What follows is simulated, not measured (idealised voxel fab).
process module | voxel transistor to metal
cross-section cut | 185 nm wide | cells 5 nm
A cross-section is a grid of square cells, given in bands from the top down. A band is one or more rows of cells.
Each band's line starts with the height of the band's top and of its bottom, in nm. Then come its materials from left to right, each with its width in nm. One material with "throughout" fills the band from edge to edge. "air" is empty space.
Height 0 is the level under which the wafer as received is all one material. The lowest band goes on downwards, as in "0 down".
A width such as "30 to 40" changes by the same amount from each row of cells to the next, from the band's top row to its bottom row.
"no change" after a step means that no cell of the cross-section changed.
closed voids: empty space of 8 cells or more with no open way to the top, each as width x height at its distance from the left edge, in nm
after a step's settings: what the simulator itself notes on the step
overlay nm, on a step with a mask: how far to the right of its planned place the mask lay; to the left if negative
Each pair below shows a cross-section before one step and the cross-section after it, down to the lowest band that changed. The line under each pair gives the step between them, with its settings. The pairs can come from different runs of this module on the same starting wafer, so a pair continues from the pair above only where its "before" says so.
before
  30 to 20: aC throughout
  20 to 10: SiO2 throughout
  10 to 5: SiO2 65 | SiN 5 | HfO2 5 | TiN 5 | W 20 | TiN 5 | HfO2 5 | SiN 5 | SiO2 70
  5 to 0: SiO2 50 | nSi 15 | SiN 5 | HfO2 5 | TiN 5 | W 20 | TiN 5 | HfO2 5 | SiN 5 | nSi 15 | SiO2 55
  0 to -5: SiO2 50 | nSi 15 | SiN 5 | HfO2 5 | TiN 30 | HfO2 5 | SiN 5 | nSi 15 | SiO2 55
  -5 to -10: SiO2 30 | nSi 35 | SiO2 5 | HfO2 40 | SiO2 5 | nSi 35 | SiO2 35
  -10 to -20: SiO2 35 | nSi 30 | Si 50 | nSi 30 | SiO2 40
  -20 to -35: SiO2 35 | Si 110 | SiO2 40
  -35 down: Si throughout
  closed voids: none
after
  60 to 30: air 45 | resist 15 | air 60 | resist 15 | air 50
  below 30: unchanged
  closed voids: none
the step between: op PATTERN | tone cover | mask id CONTACT | material resist | width nm 15 | pitch nm 75 | thk nm 30 | overlay nm 0
before: the cross-section after the pair above
after
  50 to 30: air 45 | resist 15 | air 60 | resist 15 | air 50
  30 to 20: air 45 | aC 15 | air 60 | aC 15 | air 50
  below 20: unchanged
  closed voids: none
the step between: op DIRECTIONAL_ETCH | etch materials aC | depth nm 10
before: the cross-section after the pair above
after
  30 to 20: air 45 | aC 15 | air 60 | aC 15 | air 50
  below 20: unchanged
  closed voids: none
the step between: op STRIP | etch materials resist
before: the cross-section after the pair above
after
  30 to 20: air 45 | aC 15 | air 60 | aC 15 | air 50
  20 to 10: air 45 | SiO2 15 | air 60 | SiO2 15 | air 50
  10 to 5: air 45 | SiO2 15 | air 5 | SiN 5 | HfO2 5 | TiN 5 | W 20 | TiN 5 | HfO2 5 | SiN 5 | air 5 | SiO2 15 | air 50
  5 to 0: air 45 | SiO2 5 | nSi 15 | SiN 5 | HfO2 5 | TiN 5 | W 20 | TiN 5 | HfO2 5 | SiN 5 | nSi 15 | SiO2 5 | air 50
  0 to -5: air 45 | SiO2 5 | nSi 15 | SiN 5 | HfO2 5 | TiN 30 | HfO2 5 | SiN 5 | nSi 15 | SiO2 5 | air 50
  below -5: unchanged
  closed voids: none
the step between: op DIRECTIONAL_ETCH | etch materials SiO2 | depth nm 25
before: the cross-section after the pair above
after
  20 to 10: air 45 | SiO2 15 | air 60 | SiO2 15 | air 50
  below 10: unchanged
  closed voids: none
the step between: op STRIP | etch materials aC
before: the cross-section after the pair above
after
  25 to 20: air 40 | TiN 25 | air 50 | TiN 25 | air 45
  20 to 15: air 40 | TiN 5 | SiO2 15 | TiN 5 | air 50 | TiN 5 | SiO2 15 | TiN 5 | air 45
  15 to 10: air 40 | TiN 5 | SiO2 15 | TiN 60 | SiO2 15 | TiN 5 | air 45
  10 to 5: air 40 | TiN 5 | SiO2 15 | TiN 5 | SiN 5 | HfO2 5 | TiN 5 | W 20 | TiN 5 | HfO2 5 | SiN 5 | TiN 5 | SiO2 15 | TiN 5 | air 45
  5 to 0: air 40 | TiN 5 | SiO2 5 | nSi 15 | SiN 5 | HfO2 5 | TiN 5 | W 20 | TiN 5 | HfO2 5 | SiN 5 | nSi 15 | SiO2 5 | TiN 5 | air 45
  0 to -5: TiN 45 | SiO2 5 | nSi 15 | SiN 5 | HfO2 5 | TiN 30 | HfO2 5 | SiN 5 | nSi 15 | SiO2 5 | TiN 50
  below -5: unchanged
  closed voids: none
the step between: op CONFORMAL_DEP | material TiN | thk nm 5
before: the cross-section after the pair above
after
  35 to 25: Ru throughout
  25 to 20: Ru 40 | TiN 25 | Ru 50 | TiN 25 | Ru 45
  20 to 15: Ru 40 | TiN 5 | SiO2 15 | TiN 5 | Ru 50 | TiN 5 | SiO2 15 | TiN 5 | Ru 45
  15 to 10: Ru 40 | TiN 5 | SiO2 15 | TiN 60 | SiO2 15 | TiN 5 | Ru 45
  10 to 5: Ru 40 | TiN 5 | SiO2 15 | TiN 5 | SiN 5 | HfO2 5 | TiN 5 | W 20 | TiN 5 | HfO2 5 | SiN 5 | TiN 5 | SiO2 15 | TiN 5 | Ru 45
  5 to 0: Ru 40 | TiN 5 | SiO2 5 | nSi 15 | SiN 5 | HfO2 5 | TiN 5 | W 20 | TiN 5 | HfO2 5 | SiN 5 | nSi 15 | SiO2 5 | TiN 5 | Ru 45
  below 0: unchanged
  closed voids: none
the step between: op FILL_DEP | material Ru | thk nm 10
before: the cross-section after the pair above
after
  20 to 15: Ru 40 | TiN 5 | SiO2 15 | TiN 5 | Ru 50 | TiN 5 | SiO2 15 | TiN 5 | Ru 45
  below 15: unchanged
  closed voids: none
the step between: op CMP | height nm 20
before: the cross-section after the pair above
after
  25 to 20: SiN throughout
  below 20: unchanged
  closed voids: none
the step between: op CONFORMAL_DEP | material SiN | thk nm 5
before: the cross-section after the pair above
after
  50 to 25: lowk throughout
  below 25: unchanged
  closed voids: none
the step between: op DIRECTIONAL_DEP | material lowk | thk nm 25
before: the cross-section after the pair above
after
  50 to 25: lowk 45 | air 15 | lowk 60 | air 15 | lowk 50
  below 25: unchanged
  closed voids: none
the step between: op MASKED_ETCH | tone open | mask id METAL_1 | width nm 15 | pitch nm 75 | etch materials lowk | depth nm 25 | overlay nm 0
before: the cross-section after the pair above
after
  50 to 25: lowk 45 | air 15 | lowk 60 | air 15 | lowk 50
  25 to 20: SiN 45 | air 15 | SiN 60 | air 15 | SiN 50
  below 20: unchanged
  closed voids: none
the step between: op MASKED_ETCH | tone open | mask id METAL_1 | width nm 15 | pitch nm 75 | etch materials SiN | depth nm 5 | overlay nm 0
before: the cross-section after the pair above
after
  55 to 50: TiN 50 | air 5 | TiN 70 | air 5 | TiN 55
  50 to 25: lowk 45 | TiN 5 | air 5 | TiN 5 | lowk 60 | TiN 5 | air 5 | TiN 5 | lowk 50
  25 to 20: SiN 45 | TiN 15 | SiN 60 | TiN 15 | SiN 50
  below 20: unchanged
  closed voids: none
the step between: op CONFORMAL_DEP | material TiN | thk nm 5
before: the cross-section after the pair above
after
  65 to 55: Ru throughout
  55 to 50: TiN 50 | Ru 5 | TiN 70 | Ru 5 | TiN 55
  50 to 25: lowk 45 | TiN 5 | Ru 5 | TiN 5 | lowk 60 | TiN 5 | Ru 5 | TiN 5 | lowk 50
  below 25: unchanged
  closed voids: none
the step between: op FILL_DEP | material Ru | thk nm 10
before: the cross-section after the pair above
after
  50 to 25: lowk 45 | TiN 5 | Ru 5 | TiN 5 | lowk 60 | TiN 5 | Ru 5 | TiN 5 | lowk 50
  below 25: unchanged
  closed voids: none
the step between: op CMP | height nm 50
before: the cross-section after the pair above
after
  55 to 50: air 40 | Ru 25 | air 50 | Ru 25 | air 45
  below 50: unchanged
  closed voids: none
the step between: op EPI | material Ru | thk nm 5
before: the cross-section after the pair above
after
  60 to 55: SiCN throughout
  55 to 50: SiCN 40 | Ru 25 | SiCN 50 | Ru 25 | SiCN 45
  below 50: unchanged
  closed voids: none
the step between: op FILL_DEP | material SiCN | thk nm 5
before: the cross-section after the pair above
after
  90 to 60: lowk throughout
  below 60: unchanged
  closed voids: none
the step between: op DIRECTIONAL_DEP | material lowk | thk nm 30
before: the cross-section after the pair above
after
  105 to 90: resist 45 | air 15 | resist 60 | air 15 | resist 50
  below 90: unchanged
  closed voids: none
the step between: op PATTERN | tone open | mask id METAL_2 | material resist | width nm 15 | pitch nm 75 | thk nm 15 | overlay nm 0
before: the cross-section after the pair above
after
  105 to 90: resist 45 | air 15 | resist 60 | air 15 | resist 50
  90 to 70: lowk 45 | air 15 | lowk 60 | air 15 | lowk 50
  below 70: unchanged
  closed voids: none
the step between: op DIRECTIONAL_ETCH | etch materials lowk | depth nm 20
before: the cross-section after the pair above
after
  90 to 70: lowk 45 | air 15 | lowk 60 | air 15 | lowk 50
  below 70: unchanged
  closed voids: none
the step between: op STRIP | etch materials resist
before: the cross-section after the pair above
after
  90 to 60: lowk 45 | air 15 | lowk 60 | air 15 | lowk 50
  below 60: unchanged
  closed voids: none
the step between: op MASKED_ETCH | tone open | mask id METAL_2_HOLES | width nm 15 | pitch nm 75 | etch materials lowk | depth nm 10 | overlay nm 0
before: the cross-section after the pair above
after
  90 to 60: lowk 45 | air 15 | lowk 60 | air 15 | lowk 50
  60 to 55: SiCN 45 | air 15 | SiCN 60 | air 15 | SiCN 50
  below 55: unchanged
  closed voids: none
the step between: op MASKED_ETCH | tone open | mask id METAL_2_HOLES | width nm 15 | pitch nm 75 | etch materials SiCN | depth nm 5 | overlay nm 0
before: the cross-section after the pair above
after
  95 to 90: TiN 50 | air 5 | TiN 70 | air 5 | TiN 55
  90 to 60: lowk 45 | TiN 5 | air 5 | TiN 5 | lowk 60 | TiN 5 | air 5 | TiN 5 | lowk 50
  60 to 55: SiCN 45 | TiN 15 | SiCN 60 | TiN 15 | SiCN 50
  below 55: unchanged
  closed voids: none
the step between: op CONFORMAL_DEP | material TiN | thk nm 5
before: the cross-section after the pair above
after
  105 to 95: Cu throughout
  95 to 90: TiN 50 | Cu 5 | TiN 70 | Cu 5 | TiN 55
  90 to 60: lowk 45 | TiN 5 | Cu 5 | TiN 5 | lowk 60 | TiN 5 | Cu 5 | TiN 5 | lowk 50
  below 60: unchanged
  closed voids: none
the step between: op FILL_DEP | material Cu | thk nm 10
before: the cross-section after the pair above
after
  90 to 60: lowk 45 | TiN 5 | Cu 5 | TiN 5 | lowk 60 | TiN 5 | Cu 5 | TiN 5 | lowk 50
  below 60: unchanged
  closed voids: none
the step between: op CMP | height nm 90
before: the cross-section after the pair above
after
  95 to 90: SiN throughout
  below 90: unchanged
  closed voids: none
the step between: op CONFORMAL_DEP | material SiN | thk nm 5
